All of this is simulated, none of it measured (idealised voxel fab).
The following process module bears the name voxel wiring stack.
Section shown: cut. Width: 245 nm. Cell size: 5 nm, square.
If you're reading a cross-section in this doc, picture square cells in a grid; it comes to you as bands, top ones listed first down to the bottom, and a band can be one or more rows of cells. Read a band's entry like this: the first values are the height of its top and the height of its bottom in nm, and what follows is the sequence of materials from left to right, each with its width in nm. Note that "empty" is empty space, and that a single material marked "edge to edge" reaches across the band from edge to edge. Heights are expressed relative to 0, this being the level below which the as-received wafer comprises one material exclusively. The lowest band is unbounded in the downward direction and is denoted as in "0 down". Think of "30..40" as a width that walks from the first number to the second as you go down the band, top row to bottom row, taking equal-sized steps from row to row. You'll sometimes find "same as before" written for a step, and that's the way of saying that nowhere in the cross-section did a cell change during that step. "Enclosed void entries" means: voids of 8 cells or more that are shut off from the top with no open way through. Written width x height at distance, distance from the left edge, in nm. Where a step's line continues beyond its settings, the continuation is a remark by the simulator itself on that step. If you see "overlay nm" on a step's line and that step has a mask, it's telling you how far right of where it was planned the mask ended up; a negative number means it went left instead.

The planned process steps are enumerated hereunder:
1,RECEIVE,material Si
2,CONFORMAL_DEP,material SiO2,thk nm 10
3,DIRECTIONAL_DEP,material TiN,thk nm 5
4,DIRECTIONAL_DEP,material Ru,thk nm 15
5,MASKED_ETCH,tone cover,mask id METAL_1,width nm 20,pitch nm 50,etch materials Ru,depth nm 15,overlay nm 0
6,MASKED_ETCH,tone cover,mask id METAL_1,width nm 20,pitch nm 50,etch materials TiN,depth nm 5,overlay nm 0
7,CONFORMAL_DEP,material SiN,thk nm 5
8,FILL_DEP,material SiO2,thk nm 5
9,CMP,height nm 30
10,CONFORMAL_DEP,material SiCN,thk nm 5
11,DIRECTIONAL_DEP,material lowk,thk nm 25
12,DIRECTIONAL_DEP,material aC,thk nm 10
13,PATTERN,tone open,mask id METAL_2_HOLES,material resist,width nm 15,pitch nm 100,thk nm 30,overlay nm 0
14,DIRECTIONAL_ETCH,etch materials aC,depth nm 10
15,STRIP,etch materials resist
16,DIRECTIONAL_ETCH,etch materials lowk,depth nm 25
17,STRIP,etch materials aC
18,PATTERN,tone open,mask id METAL_2,material resist,width nm 20,pitch nm 50,thk nm 15,overlay nm 0
19,DIRECTIONAL_ETCH,etch materials lowk,depth nm 15
20,DIRECTIONAL_ETCH,etch materials SiCN,depth nm 5
21,STRIP,etch materials resist
22,CONFORMAL_DEP,material TiN,thk nm 5
23,FILL_DEP,material Cu,thk nm 10
24,CMP,height nm 60
25,CONFORMAL_DEP,material SiCN,thk nm 5

First wafer, two in total, run as planned:

This is the cross-section of the wafer as we received it, i.e. after step 1:
- 0 down | Si edge to edge
- Enclosed void entries: none

after step 2:
- 10 to 0 | SiO2 edge to edge
- Everything under 0 stays put, no change at all.

after step 3:
- 15 to 10 | TiN edge to edge
- Everything under 10 stays put, no change at all.

after step 4:
- 30 to 15 | Ru edge to edge
- Everything under 15 stays put, no change at all.

after step 5:
- 30 to 15 | 35 nm empty; 20 nm Ru; 30 nm empty; 20 nm Ru; 30 nm empty; 20 nm Ru; 30 nm empty; 20 nm Ru; 40 nm empty
- Everything under 15 stays put, no change at all.

after step 6:
- 30 to 15 | 35 nm empty; 20 nm Ru; 30 nm empty; 20 nm Ru; 30 nm empty; 20 nm Ru; 30 nm empty; 20 nm Ru; 40 nm empty
- 15 to 10 | 35 nm empty; 20 nm TiN; 30 nm empty; 20 nm TiN; 30 nm empty; 20 nm TiN; 30 nm empty; 20 nm TiN; 40 nm empty
- Everything under 10 stays put, no change at all.

after step 7:
- 35 to 30 | 30 nm empty; 30 nm SiN; 20 nm empty; 30 nm SiN; 20 nm empty; 30 nm SiN; 20 nm empty; 30 nm SiN; 35 nm empty
- 30 to 15 | 30 nm empty; 5 nm SiN; 20 nm Ru; 5 nm SiN; 20 nm empty; 5 nm SiN; 20 nm Ru; 5 nm SiN; 20 nm empty; 5 nm SiN; 20 nm Ru; 5 nm SiN; 20 nm empty; 5 nm SiN; 20 nm Ru; 5 nm SiN; 35 nm empty
- 15 to 10 | 35 nm SiN; 20 nm TiN; 30 nm SiN; 20 nm TiN; 30 nm SiN; 20 nm TiN; 30 nm SiN; 20 nm TiN; 40 nm SiN
- Everything under 10 stays put, no change at all.

after step 8:
- 40 to 35 | SiO2 edge to edge
- 35 to 30 | 30 nm SiO2; 30 nm SiN; 20 nm SiO2; 30 nm SiN; 20 nm SiO2; 30 nm SiN; 20 nm SiO2; 30 nm SiN; 35 nm SiO2
- 30 to 15 | 30 nm SiO2; 5 nm SiN; 20 nm Ru; 5 nm SiN; 20 nm SiO2; 5 nm SiN; 20 nm Ru; 5 nm SiN; 20 nm SiO2; 5 nm SiN; 20 nm Ru; 5 nm SiN; 20 nm SiO2; 5 nm SiN; 20 nm Ru; 5 nm SiN; 35 nm SiO2
- Everything under 15 stays put, no change at all.

after step 9:
- 30 to 15 | 30 nm SiO2; 5 nm SiN; 20 nm Ru; 5 nm SiN; 20 nm SiO2; 5 nm SiN; 20 nm Ru; 5 nm SiN; 20 nm SiO2; 5 nm SiN; 20 nm Ru; 5 nm SiN; 20 nm SiO2; 5 nm SiN; 20 nm Ru; 5 nm SiN; 35 nm SiO2
- Everything under 15 stays put, no change at all.

after step 10:
- 35 to 30 | SiCN edge to edge
- Everything under 30 stays put, no change at all.

after step 11:
- 60 to 35 | lowk edge to edge
- Everything under 35 stays put, no change at all.

after step 12:
- 70 to 60 | aC edge to edge
- Everything under 60 stays put, no change at all.

after step 13:
- 100 to 70 | 35 nm resist; 15 nm empty; 85 nm resist; 15 nm empty; 95 nm resist
- Everything under 70 stays put, no change at all.

after step 14:
- 90 to 70 | 35 nm resist; 15 nm empty; 85 nm resist; 15 nm empty; 95 nm resist
- 70 to 60 | 35 nm aC; 15 nm empty; 85 nm aC; 15 nm empty; 95 nm aC
- Everything under 60 stays put, no change at all.

after step 15:
- 70 to 60 | 35 nm aC; 15 nm empty; 85 nm aC; 15 nm empty; 95 nm aC
- Everything under 60 stays put, no change at all.

after step 16:
- 70 to 60 | 35 nm aC; 15 nm empty; 85 nm aC; 15 nm empty; 95 nm aC
- 60 to 35 | 35 nm lowk; 15 nm empty; 85 nm lowk; 15 nm empty; 95 nm lowk
- Everything under 35 stays put, no change at all.

after step 17:
- 60 to 35 | 35 nm lowk; 15 nm empty; 85 nm lowk; 15 nm empty; 95 nm lowk
- Everything under 35 stays put, no change at all.

after step 18:
- 75 to 60 | 35 nm resist; 20 nm empty; 30 nm resist; 20 nm empty; 30 nm resist; 20 nm empty; 30 nm resist; 20 nm empty; 40 nm resist
- Everything under 60 stays put, no change at all.

after step 19:
- 75 to 60 | 35 nm resist; 20 nm empty; 30 nm resist; 20 nm empty; 30 nm resist; 20 nm empty; 30 nm resist; 20 nm empty; 40 nm resist
- 60 to 45 | 35 nm lowk; 20 nm empty; 30 nm lowk; 20 nm empty; 30 nm lowk; 20 nm empty; 30 nm lowk; 20 nm empty; 40 nm lowk
- Everything under 45 stays put, no change at all.

after step 20:
- 75 to 60 | 35 nm resist; 20 nm empty; 30 nm resist; 20 nm empty; 30 nm resist; 20 nm empty; 30 nm resist; 20 nm empty; 40 nm resist
- 60 to 45 | 35 nm lowk; 20 nm empty; 30 nm lowk; 20 nm empty; 30 nm lowk; 20 nm empty; 30 nm lowk; 20 nm empty; 40 nm lowk
- 45 to 35 | 35 nm lowk; 15 nm empty; 85 nm lowk; 15 nm empty; 95 nm lowk
- 35 to 30 | 35 nm SiCN; 15 nm empty; 85 nm SiCN; 15 nm empty; 95 nm SiCN
- Everything under 30 stays put, no change at all.

after step 21:
- 60 to 45 | 35 nm lowk; 20 nm empty; 30 nm lowk; 20 nm empty; 30 nm lowk; 20 nm empty; 30 nm lowk; 20 nm empty; 40 nm lowk
- Everything under 45 stays put, no change at all.

after step 22:
- 65 to 60 | 40 nm TiN; 10 nm empty; 40 nm TiN; 10 nm empty; 40 nm TiN; 10 nm empty; 40 nm TiN; 10 nm empty; 45 nm TiN
- 60 to 50 | 35 nm lowk; 5 nm TiN; 10 nm empty; 5 nm TiN; 30 nm lowk; 5 nm TiN; 10 nm empty; 5 nm TiN; 30 nm lowk; 5 nm TiN; 10 nm empty; 5 nm TiN; 30 nm lowk; 5 nm TiN; 10 nm empty; 5 nm TiN; 40 nm lowk
- 50 to 45 | 35 nm lowk; 5 nm TiN; 5 nm empty; 10 nm TiN; 30 nm lowk; 20 nm TiN; 30 nm lowk; 5 nm TiN; 5 nm empty; 10 nm TiN; 30 nm lowk; 20 nm TiN; 40 nm lowk
- 45 to 35 | 35 nm lowk; 5 nm TiN; 5 nm empty; 5 nm TiN; 85 nm lowk; 5 nm TiN; 5 nm empty; 5 nm TiN; 95 nm lowk
- 35 to 30 | 35 nm SiCN; 15 nm TiN; 85 nm SiCN; 15 nm TiN; 95 nm SiCN
- Everything under 30 stays put, no change at all.

after step 23:
- 75 to 65 | Cu edge to edge
- 65 to 60 | 40 nm TiN; 10 nm Cu; 40 nm TiN; 10 nm Cu; 40 nm TiN; 10 nm Cu; 40 nm TiN; 10 nm Cu; 45 nm TiN
- 60 to 50 | 35 nm lowk; 5 nm TiN; 10 nm Cu; 5 nm TiN; 30 nm lowk; 5 nm TiN; 10 nm Cu; 5 nm TiN; 30 nm lowk; 5 nm TiN; 10 nm Cu; 5 nm TiN; 30 nm lowk; 5 nm TiN; 10 nm Cu; 5 nm TiN; 40 nm lowk
- 50 to 45 | 35 nm lowk; 5 nm TiN; 5 nm Cu; 10 nm TiN; 30 nm lowk; 20 nm TiN; 30 nm lowk; 5 nm TiN; 5 nm Cu; 10 nm TiN; 30 nm lowk; 20 nm TiN; 40 nm lowk
- 45 to 35 | 35 nm lowk; 5 nm TiN; 5 nm Cu; 5 nm TiN; 85 nm lowk; 5 nm TiN; 5 nm Cu; 5 nm TiN; 95 nm lowk
- Everything under 35 stays put, no change at all.

after step 24:
- 60 to 50 | 35 nm lowk; 5 nm TiN; 10 nm Cu; 5 nm TiN; 30 nm lowk; 5 nm TiN; 10 nm Cu; 5 nm TiN; 30 nm lowk; 5 nm TiN; 10 nm Cu; 5 nm TiN; 30 nm lowk; 5 nm TiN; 10 nm Cu; 5 nm TiN; 40 nm lowk
- Everything under 50 stays put, no change at all.

after step 25:
- 65 to 60 | SiCN edge to edge
- Everything under 60 stays put, no change at all.

Companion wafer, the second of two: same beginning, same intended sequence, one mistake in carrying it out; through step 10 inclusive it tracks the first exactly:

The second wafer in cross-section, at the planned close of step 11:
- 85 to 35 | lowk edge to edge
- Everything under 35 stays put, no change at all.

The second wafer in cross-section, at the planned close of step 12:
- 95 to 85 | aC edge to edge
- Everything under 85 stays put, no change at all.

The second wafer in cross-section, at the planned close of step 13:
- 125 to 95 | 35 nm resist; 15 nm empty; 85 nm resist; 15 nm empty; 95 nm resist
- Everything under 95 stays put, no change at all.

The second wafer in cross-section, at the planned close of step 14:
- 115 to 95 | 35 nm resist; 15 nm empty; 85 nm resist; 15 nm empty; 95 nm resist
- 95 to 85 | 35 nm aC; 15 nm empty; 85 nm aC; 15 nm empty; 95 nm aC
- Everything under 85 stays put, no change at all.

The second wafer in cross-section, at the planned close of step 15:
- 95 to 85 | 35 nm aC; 15 nm empty; 85 nm aC; 15 nm empty; 95 nm aC
- Everything under 85 stays put, no change at all.

The second wafer in cross-section, at the planned close of step 16:
- 95 to 85 | 35 nm aC; 15 nm empty; 85 nm aC; 15 nm empty; 95 nm aC
- 85 to 60 | 35 nm lowk; 15 nm empty; 85 nm lowk; 15 nm empty; 95 nm lowk
- Everything under 60 stays put, no change at all.

The second wafer in cross-section, at the planned close of step 17:
- 85 to 60 | 35 nm lowk; 15 nm empty; 85 nm lowk; 15 nm empty; 95 nm lowk
- Everything under 60 stays put, no change at all.

The second wafer in cross-section, at the planned close of step 18:
- 100 to 85 | 35 nm resist; 20 nm empty; 30 nm resist; 20 nm empty; 30 nm resist; 20 nm empty; 30 nm resist; 20 nm empty; 40 nm resist
- Everything under 85 stays put, no change at all.

The second wafer in cross-section, at the planned close of step 19:
- 100 to 85 | 35 nm resist; 20 nm empty; 30 nm resist; 20 nm empty; 30 nm resist; 20 nm empty; 30 nm resist; 20 nm empty; 40 nm resist
- 85 to 70 | 35 nm lowk; 20 nm empty; 30 nm lowk; 20 nm empty; 30 nm lowk; 20 nm empty; 30 nm lowk; 20 nm empty; 40 nm lowk
- 70 to 45 | 35 nm lowk; 15 nm empty; 85 nm lowk; 15 nm empty; 95 nm lowk
- Everything under 45 stays put, no change at all.

The second wafer in cross-section, at the planned close of step 20: same as before

The second wafer in cross-section, at the planned close of step 21:
- 85 to 70 | 35 nm lowk; 20 nm empty; 30 nm lowk; 20 nm empty; 30 nm lowk; 20 nm empty; 30 nm lowk; 20 nm empty; 40 nm lowk
- Everything under 70 stays put, no change at all.

The second wafer in cross-section, at the planned close of step 22:
- 90 to 85 | 40 nm TiN; 10 nm empty; 40 nm TiN; 10 nm empty; 40 nm TiN; 10 nm empty; 40 nm TiN; 10 nm empty; 45 nm TiN
- 85 to 75 | 35 nm lowk; 5 nm TiN; 10 nm empty; 5 nm TiN; 30 nm lowk; 5 nm TiN; 10 nm empty; 5 nm TiN; 30 nm lowk; 5 nm TiN; 10 nm empty; 5 nm TiN; 30 nm lowk; 5 nm TiN; 10 nm empty; 5 nm TiN; 40 nm lowk
- 75 to 70 | 35 nm lowk; 5 nm TiN; 5 nm empty; 10 nm TiN; 30 nm lowk; 20 nm TiN; 30 nm lowk; 5 nm TiN; 5 nm empty; 10 nm TiN; 30 nm lowk; 20 nm TiN; 40 nm lowk
- 70 to 50 | 35 nm lowk; 5 nm TiN; 5 nm empty; 5 nm TiN; 85 nm lowk; 5 nm TiN; 5 nm empty; 5 nm TiN; 95 nm lowk
- 50 to 45 | 35 nm lowk; 15 nm TiN; 85 nm lowk; 15 nm TiN; 95 nm lowk
- Everything under 45 stays put, no change at all.

The second wafer in cross-section, at the planned close of step 23:
- 100 to 90 | Cu edge to edge
- 90 to 85 | 40 nm TiN; 10 nm Cu; 40 nm TiN; 10 nm Cu; 40 nm TiN; 10 nm Cu; 40 nm TiN; 10 nm Cu; 45 nm TiN
- 85 to 75 | 35 nm lowk; 5 nm TiN; 10 nm Cu; 5 nm TiN; 30 nm lowk; 5 nm TiN; 10 nm Cu; 5 nm TiN; 30 nm lowk; 5 nm TiN; 10 nm Cu; 5 nm TiN; 30 nm lowk; 5 nm TiN; 10 nm Cu; 5 nm TiN; 40 nm lowk
- 75 to 70 | 35 nm lowk; 5 nm TiN; 5 nm Cu; 10 nm TiN; 30 nm lowk; 20 nm TiN; 30 nm lowk; 5 nm TiN; 5 nm Cu; 10 nm TiN; 30 nm lowk; 20 nm TiN; 40 nm lowk
- 70 to 50 | 35 nm lowk; 5 nm TiN; 5 nm Cu; 5 nm TiN; 85 nm lowk; 5 nm TiN; 5 nm Cu; 5 nm TiN; 95 nm lowk
- Everything under 50 stays put, no change at all.

The second wafer in cross-section, at the planned close of step 24:
- 60 to 50 | 35 nm lowk; 5 nm TiN; 5 nm Cu; 5 nm TiN; 85 nm lowk; 5 nm TiN; 5 nm Cu; 5 nm TiN; 95 nm lowk
- Everything under 50 stays put, no change at all.

The second wafer in cross-section, at the planned close of step 25:
- 65 to 60 | SiCN edge to edge
- Everything under 60 stays put, no change at all.
what went wrong: the plan had its step 11 run twice
The closing comparison, in cells, has the second wafer with more or fewer of some materials than the first: 18 fewer of Cu, 6 more of SiCN, 30 fewer of TiN, 42 more of lowk
